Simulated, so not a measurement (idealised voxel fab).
Process module in this document: voxel fin reveal
Square cell edge 5 nm, section width 185 nm, ID cut.
For the purposes of this document, a cross-section shall be understood as a grid of square cells, specified as bands listed in top-to-bottom order, each band consisting of one or more rows of cells. What a band's entry tells you: where the top is and where the bottom is, as heights in nm, and after that what lies inside, material by material from left to right, each with its width in nm. Empty space is written as the word "empty", and a single material marked with the word "throughout" occupies the band from edge to edge. Heights are reckoned from 0. Under this level, the received wafer is all of one material. The bottommost band is open-ended downward, for example "0 -> down". The two numbers in a width such as "30->40" mark its ends across the band: the first belongs to the top row of cells, the second to the bottom row, and from each row to the next the width moves by the same amount. "same as before" (step): cross-section cells unchanged, all of them. Basically, "Trapped void list" tells you about the enclosed voids: empty spaces with no open way to the top, 8 cells or bigger, each written width x height at distance, where distance is from the left edge, all in nm. Where a step's line continues beyond its settings, the continuation is a remark by the simulator itself on that step. Among the settings permitted on a step's line is "overlay nm"; applied to a step with a mask, it specifies the extent to which the mask lay to the right of its planned position, whereas a negative figure signifies a position to the left.

THIS SECTION LISTS THE PROCESS STEPS THAT WERE PLANNED
1. RECEIVE [material Si]
2. CONFORMAL_DEP [material SiN] [thk nm 5]
3. PATTERN [tone cover] [mask id FINS] [material resist] [width nm 15] [pitch nm 40] [thk nm 15] [overlay nm 0]
4. DIRECTIONAL_ETCH [etch materials SiN] [depth nm 5]
5. DIRECTIONAL_ETCH [etch materials Si] [depth nm 40]
6. STRIP [etch materials resist]
7. OXIDIZE [depth nm 5]
8. FILL_DEP [material SiO2] [thk nm 5]
9. CMP [height nm 5]
10. SELECTIVE_ETCH [etch materials SiO2] [depth nm 35]
11. STRIP [etch materials SiN]

THE FOLLOWING PERTAINS TO THE FIRST OF TWO WAFERS, WHICH WAS PROCESSED AS PLANNED

CROSS-SECTION OF THE INCOMING WAFER, STATE AFTER STEP 1
* 0 -> down | Si throughout
* Trapped void list: none

AFTER STEP 2
* 5 -> 0 | SiN throughout
* Everything under 0 stays put, no change at all.

AFTER STEP 3
* 20 -> 5 | 45 nm empty, 15 nm resist, 25 nm empty, 15 nm resist, 25 nm empty, 15 nm resist, 45 nm empty
* Everything under 5 stays put, no change at all.

AFTER STEP 4
* 20 -> 5 | 45 nm empty, 15 nm resist, 25 nm empty, 15 nm resist, 25 nm empty, 15 nm resist, 45 nm empty
* 5 -> 0 | 45 nm empty, 15 nm SiN, 25 nm empty, 15 nm SiN, 25 nm empty, 15 nm SiN, 45 nm empty
* Everything under 0 stays put, no change at all.

AFTER STEP 5
* 20 -> 5 | 45 nm empty, 15 nm resist, 25 nm empty, 15 nm resist, 25 nm empty, 15 nm resist, 45 nm empty
* 5 -> 0 | 45 nm empty, 15 nm SiN, 25 nm empty, 15 nm SiN, 25 nm empty, 15 nm SiN, 45 nm empty
* 0 -> -40 | 45 nm empty, 15 nm Si, 25 nm empty, 15 nm Si, 25 nm empty, 15 nm Si, 45 nm empty
* Everything under -40 stays put, no change at all.

AFTER STEP 6
* 5 -> 0 | 45 nm empty, 15 nm SiN, 25 nm empty, 15 nm SiN, 25 nm empty, 15 nm SiN, 45 nm empty
* Everything under 0 stays put, no change at all.

AFTER STEP 7
* 5 -> 0 | 45 nm empty, 15 nm SiN, 25 nm empty, 15 nm SiN, 25 nm empty, 15 nm SiN, 45 nm empty
* 0 -> -40 | 45 nm empty, 5 nm SiO2, 5 nm Si, 5 nm SiO2, 25 nm empty, 5 nm SiO2, 5 nm Si, 5 nm SiO2, 25 nm empty, 5 nm SiO2, 5 nm Si, 5 nm SiO2, 45 nm empty
* -40 -> -45 | 50 nm SiO2, 5 nm Si, 35 nm SiO2, 5 nm Si, 35 nm SiO2, 5 nm Si, 50 nm SiO2
* Everything under -45 stays put, no change at all.

AFTER STEP 8
* 10 -> 5 | SiO2 throughout
* 5 -> 0 | 45 nm SiO2, 15 nm SiN, 25 nm SiO2, 15 nm SiN, 25 nm SiO2, 15 nm SiN, 45 nm SiO2
* 0 -> -45 | 50 nm SiO2, 5 nm Si, 35 nm SiO2, 5 nm Si, 35 nm SiO2, 5 nm Si, 50 nm SiO2
* Everything under -45 stays put, no change at all.

AFTER STEP 9
* 5 -> 0 | 45 nm SiO2, 15 nm SiN, 25 nm SiO2, 15 nm SiN, 25 nm SiO2, 15 nm SiN, 45 nm SiO2
* Everything under 0 stays put, no change at all.

AFTER STEP 10
* 5 -> 0 | 45 nm empty, 15 nm SiN, 25 nm empty, 15 nm SiN, 25 nm empty, 15 nm SiN, 45 nm empty
* 0 -> -30 | 50 nm empty, 5 nm Si, 35 nm empty, 5 nm Si, 35 nm empty, 5 nm Si, 50 nm empty
* Everything under -30 stays put, no change at all.

AFTER STEP 11
* 0 -> -30 | 50 nm empty, 5 nm Si, 35 nm empty, 5 nm Si, 35 nm empty, 5 nm Si, 50 nm empty
* Everything under -30 stays put, no change at all.

WHAT FOLLOWS CONCERNS THE SECOND WAFER, WHICH STARTED OUT LIKE THE FIRST AND WAS MEANT TO FOLLOW THE VERY SAME PLAN; ONE MISTAKE CREPT IN WHEN IT WAS RUN, BUT EVERYTHING UP TO AND INCLUDING STEP 10 IS THE SAME AS FOR THE FIRST WAFER

SECOND WAFER CROSS-SECTION, TAKEN AS OF THE TIME THE PLAN SETS FOR STEP 11 TO BE DONE
* 5 -> 0 | 45 nm empty, 15 nm SiN, 25 nm empty, 15 nm SiN, 25 nm empty, 15 nm SiN, 45 nm empty
* 0 -> -45 | 50 nm empty, 5 nm Si, 35 nm empty, 5 nm Si, 35 nm empty, 5 nm Si, 50 nm empty
* Everything under -45 stays put, no change at all.
Here's what went sideways: off-plan run, step 11, actual operation and settings STRIP [etch materials SiO2]
At the finish, the second wafer shows more or fewer cells for some materials than the first does: SiN +9, SiO2 -102
